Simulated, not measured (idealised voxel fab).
The following is a process module called voxel capacitor over wiring.
This is section cut - it's 235 nm across, gridded in 5 nm square cells.
How to read a cross-section here: the picture is a grid of square cells, written as bands going from the top down, and any band can span one or more rows of cells. Heads up on the band format: heights come first, top then bottom, in nm. After that it's the materials left to right, each with its width in nm. A single material flagged "edge to edge" fills the whole band edge to edge, and "air" means there's empty space there. Convention: height 0 is the level below which the wafer, as received, is all one material. The lowest band does not terminate at the bottom but continues downward, represented as "0..down". Per-row width for "30..40": begins at first number (top row of band), ends at second number (bottom row), increment between rows held constant. The designation "remained the same", where it is given for a processing step, indicates that no cell of the cross-section was altered in the course of that step. Listed in "Enclosed empty spaces": every empty space of 8 or more cells without an open way to the top. Form: width x height at distance, the distance being from the left edge, all in nm. Note: text after step settings on the step line = simulator remark on that step. overlay nm, on a step with a mask: how far to the right of its planned place the mask lay; to the left if negative.
[Process steps - plan]
1,RECEIVE: material Si
2,CONFORMAL_DEP: material SiO2, thk nm 10
3,CONFORMAL_DEP: material SiCN, thk nm 5
4,DIRECTIONAL_DEP: material lowk, thk nm 15
5,MASKED_ETCH: tone open, mask id METAL_1, width nm 25, pitch nm 90, etch materials lowk, depth nm 15, overlay nm 0
6,MASKED_ETCH: tone open, mask id METAL_1, width nm 25, pitch nm 90, etch materials SiCN, depth nm 5, overlay nm 0
7,CONFORMAL_DEP: material TiN, thk nm 5
8,FILL_DEP: material Ru, thk nm 5
9,CMP: height nm 30
10,CONFORMAL_DEP: material SiCN, thk nm 5
11,DIRECTIONAL_DEP: material SiO2, thk nm 10
12,DIRECTIONAL_DEP: material aC, thk nm 10
13,PATTERN: tone open, mask id PLUG_1, material resist, width nm 15, thk nm 25, overlay nm 0
14,DIRECTIONAL_ETCH: etch materials aC, depth nm 10
15,STRIP: etch materials resist
16,DIRECTIONAL_ETCH: etch materials SiO2, depth nm 10
17,DIRECTIONAL_ETCH: etch materials SiCN, depth nm 5
18,STRIP: etch materials aC
19,EPI: material Ru, thk nm 10
20,EPI: material Ru, thk nm 5
21,DIRECTIONAL_DEP: material TiN, thk nm 10
22,DIRECTIONAL_DEP: material Al2O3, thk nm 5
23,DIRECTIONAL_DEP: material TiN, thk nm 5
24,MASKED_ETCH: tone cover, mask id UPPER_PLATE, width nm 70, etch materials TiN, depth nm 5, overlay nm 0
25,MASKED_ETCH: tone cover, mask id UPPER_PLATE, width nm 70, etch materials Al2O3, depth nm 5, overlay nm 0
26,MASKED_ETCH: tone cover, mask id LOWER_PLATE, width nm 80, etch materials TiN, depth nm 10, overlay nm 0
27,FILL_DEP: material SiO2, thk nm 20
28,CMP: height nm 80
29,MASKED_ETCH: tone open, mask id PLUG_2, width nm 15, etch materials SiO2, depth nm 15, overlay nm 0
30,CONFORMAL_DEP: material TiN, thk nm 5
31,FILL_DEP: material W, thk nm 10
32,CMP: height nm 80
33,CONFORMAL_DEP: material SiN, thk nm 5
Same starting wafers, different thk nm at step 3. Plan value belongs to the first wafer.
[First of several wafers, received after step 1, in cross-section]
  0..down: Si edge to edge
  Enclosed empty spaces: none
[Per wafer, end of module: cells gained (+) or lost (-) per material since receipt, then closed voids]
thk nm 5, +14 Al2O3, +27 Ru, +81 SiCN, +47 SiN, +442 SiO2, +75 TiN, +2 W, +111 lowk, Enclosed empty spaces: none
thk nm 10, +14 Al2O3, +21 Ru, +128 SiCN, +47 SiN, +442 SiO2, +71 TiN, +2 W, +74 lowk, Enclosed empty spaces: none
thk nm 15, +14 Al2O3, +15 Ru, +175 SiCN, +47 SiN, +442 SiO2, +67 TiN, +2 W, +37 lowk, Enclosed empty spaces: none
thk nm 20, +14 Al2O3, +9 Ru, +222 SiCN, +47 SiN, +442 SiO2, +63 TiN, +2 W, Enclosed empty spaces: none
